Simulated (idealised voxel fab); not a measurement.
Documented hereafter: the process module known as voxel transistor to metal.
In the cross-section labelled cut, the width is 300 nm and each square cell is 5 nm.
We lay out every cross-section as a grid of square cells and spell it out in bands from the top down, where one band means one or more rows of cells. Band: top height; bottom height; in nm. Then, left to right: material with width in nm, for each material. "full width": a single material spanning edge to edge. "air": empty space. Heights are measured from 0, the level below which the as-received wafer is all one material; the lowest band has no bottom and continues downward, written as in "0 and below". Graded width ("30 to 40"): value in top row of band = first number; value in bottom row = second number; row-to-row change constant. What does "remained the same" mean for a step? It means no cell of the cross-section changed in that step. Any empty space of 8 cells or more lacking an open way to the top shows up in "closed voids" as width x height at distance, distance from the left edge, in nm. It should be noted that, on the line of a given step, the content following the step's settings is a remark produced by the simulator itself with respect to that step. overlay nm: right-of-plan distance of the mask on a masked step; negative values mean left-of-plan.

### Listed below are the process steps as planned
1: RECEIVE | material Si
2: CONFORMAL_DEP | material SiO2 | thk nm 5
3: CONFORMAL_DEP | material SiN | thk nm 10
4: DIRECTIONAL_DEP | material aC | thk nm 15
5: PATTERN | tone cover | mask id ACTIVE | material resist | width nm 95 | pitch nm 125 | thk nm 30 | overlay nm 0
6: DIRECTIONAL_ETCH | etch materials aC | depth nm 15
7: STRIP | etch materials resist
8: DIRECTIONAL_ETCH | etch materials SiN | depth nm 10
9: DIRECTIONAL_ETCH | etch materials SiO2 | depth nm 5
10: DIRECTIONAL_ETCH | etch materials Si | depth nm 20
11: STRIP | etch materials aC
12: FILL_DEP | material SiO2 | thk nm 10
13: CMP | height nm 15
14: SELECTIVE_ETCH | etch materials SiO2 | depth nm 5
15: STRIP | etch materials SiN
16: SELECTIVE_ETCH | etch materials SiO2 | depth nm 5
17: OXIDIZE | depth nm 5
18: DIRECTIONAL_DEP | material polySi | thk nm 25
19: DIRECTIONAL_DEP | material SiCN | thk nm 15
20: DIRECTIONAL_DEP | material aC | thk nm 10
21: PATTERN | tone cover | mask id GATE | material resist | width nm 15 | pitch nm 125 | thk nm 25 | overlay nm 0
22: DIRECTIONAL_ETCH | etch materials aC | depth nm 10
23: STRIP | etch materials resist
24: DIRECTIONAL_ETCH | etch materials SiCN | depth nm 25
25: DIRECTIONAL_ETCH | etch materials polySi | depth nm 35
26: STRIP | etch materials aC
27: CONFORMAL_DEP | material SiN | thk nm 5
28: DIRECTIONAL_ETCH | etch materials SiN | depth nm 5
29: DIRECTIONAL_ETCH | etch materials SiO2 | depth nm 5
30: EPI | material nSi | thk nm 5
31: FILL_DEP | material SiO2 | thk nm 10
32: CMP | height nm 40
33: DIRECTIONAL_DEP | material SiO2 | thk nm 15
34: DIRECTIONAL_DEP | material aC | thk nm 15
35: PATTERN | tone open | mask id CONTACT | material resist | width nm 15 | thk nm 35 | overlay nm 0
36: DIRECTIONAL_ETCH | etch materials aC | depth nm 15
37: STRIP | etch materials resist
38: DIRECTIONAL_ETCH | etch materials SiO2 | depth nm 55
39: STRIP | etch materials aC
40: CONFORMAL_DEP | material TiN | thk nm 5
41: FILL_DEP | material W | thk nm 5
42: CMP | height nm 55
43: DIRECTIONAL_DEP | material TiN | thk nm 5
44: DIRECTIONAL_DEP | material W | thk nm 15
45: DIRECTIONAL_DEP | material aC | thk nm 15
46: PATTERN | tone cover | mask id METAL_1 | material resist | width nm 15 | thk nm 30 | overlay nm 0
47: DIRECTIONAL_ETCH | etch materials aC | depth nm 15
48: STRIP | etch materials resist
49: DIRECTIONAL_ETCH | etch materials W | depth nm 15
50: DIRECTIONAL_ETCH | etch materials TiN | depth nm 5
51: STRIP | etch materials aC
52: CONFORMAL_DEP | material SiN | thk nm 5
53: FILL_DEP | material lowk | thk nm 5
54: CMP | height nm 75
55: CONFORMAL_DEP | material SiN | thk nm 5

### as received, after step 1
    0 and below | Si full width
    closed voids: none

### First of two wafers: cross-section at end of module, run per plan
    80 down to 75 | SiN full width
    75 down to 60 | lowk 45, SiN 5, W 15, SiN 5, lowk 35, SiN 5, W 15, SiN 5, lowk 40, SiN 5, W 15, SiN 5, lowk 35, SiN 5, W 15, SiN 5, lowk 45
    60 down to 55 | SiN 50, TiN 15, SiN 45, TiN 15, SiN 50, TiN 15, SiN 45, TiN 15, SiN 50
    55 down to 40 | SiO2 50, TiN 5, W 5, TiN 5, SiO2 45, TiN 5, W 5, TiN 5, SiO2 50, TiN 5, W 5, TiN 5, SiO2 45, TiN 5, W 5, TiN 5, SiO2 50
    40 down to 25 | SiO2 50, TiN 5, W 5, TiN 5, SiO2 10, SiN 5, SiCN 15, SiN 5, SiO2 10, TiN 5, W 5, TiN 5, SiO2 50, TiN 5, W 5, TiN 5, SiO2 10, SiN 5, SiCN 15, SiN 5, SiO2 10, TiN 5, W 5, TiN 5, SiO2 50
    25 down to 5 | SiO2 50, TiN 5, W 5, TiN 5, SiO2 10, SiN 5, polySi 15, SiN 5, SiO2 10, TiN 5, W 5, TiN 5, SiO2 50, TiN 5, W 5, TiN 5, SiO2 10, SiN 5, polySi 15, SiN 5, SiO2 10, TiN 5, W 5, TiN 5, SiO2 50
    5 down to 0 | SiO2 35, SiN 5, SiO2 10, TiN 15, SiO2 10, SiN 5, polySi 15, SiN 5, SiO2 10, TiN 15, SiO2 10, SiN 5, SiO2 20, SiN 5, SiO2 10, TiN 15, SiO2 10, SiN 5, polySi 15, SiN 5, SiO2 10, TiN 15, SiO2 10, SiN 5, SiO2 35
    0 down to -5 | SiO2 40, nSi 35, SiO2 25, nSi 35, SiO2 30, nSi 35, SiO2 25, nSi 35, SiO2 40
    -5 down to -20 | SiO2 40, Si 95, SiO2 30, Si 95, SiO2 40
    -20 and below | Si full width
    closed voids: none

### Presented here is a cross-section of the second of the two wafers as it stood at the end of the module. It was started in the same manner and assigned the same plan as the first wafer; however, one mistake was made in its execution
    80 down to 75 | SiN full width
    75 down to 60 | lowk 45, SiN 5, W 15, SiN 5, lowk 35, SiN 5, W 15, SiN 5, lowk 40, SiN 5, W 15, SiN 5, lowk 35, SiN 5, W 15, SiN 5, lowk 45
    60 down to 55 | SiN 50, TiN 15, SiN 45, TiN 15, SiN 50, TiN 15, SiN 45, TiN 15, SiN 50
    55 down to 40 | SiO2 50, TiN 5, W 5, TiN 5, SiO2 45, TiN 5, W 5, TiN 5, SiO2 50, TiN 5, W 5, TiN 5, SiO2 45, TiN 5, W 5, TiN 5, SiO2 50
    40 down to 25 | SiO2 50, TiN 5, W 5, TiN 5, SiO2 10, SiN 5, SiCN 15, SiN 5, SiO2 10, TiN 5, W 5, TiN 5, SiO2 50, TiN 5, W 5, TiN 5, SiO2 10, SiN 5, SiCN 15, SiN 5, SiO2 10, TiN 5, W 5, TiN 5, SiO2 50
    25 down to 5 | SiO2 50, TiN 5, W 5, TiN 5, SiO2 10, SiN 5, polySi 15, SiN 5, SiO2 10, TiN 5, W 5, TiN 5, SiO2 50, TiN 5, W 5, TiN 5, SiO2 10, SiN 5, polySi 15, SiN 5, SiO2 10, TiN 5, W 5, TiN 5, SiO2 50
    5 down to 0 | SiO2 35, SiN 5, SiO2 10, TiN 15, SiO2 10, SiN 5, polySi 15, SiN 5, SiO2 10, TiN 15, SiO2 10, SiN 5, SiO2 20, SiN 5, SiO2 10, TiN 15, SiO2 10, SiN 5, polySi 15, SiN 5, SiO2 10, TiN 15, SiO2 10, SiN 5, SiO2 35
    0 down to -5 | SiO2 40, nSi 35, SiO2 25, nSi 35, SiO2 30, nSi 35, SiO2 25, nSi 35, SiO2 40
    -5 down to -40 | SiO2 40, Si 95, SiO2 30, Si 95, SiO2 40
    -40 and below | Si full width
    closed voids: none
What broke from the plan during processing? plan step 10 was twice executed
FYI, end of process, the second wafer has more or fewer cells of some materials than the first: Si: 88 fewer; SiO2: 88 more
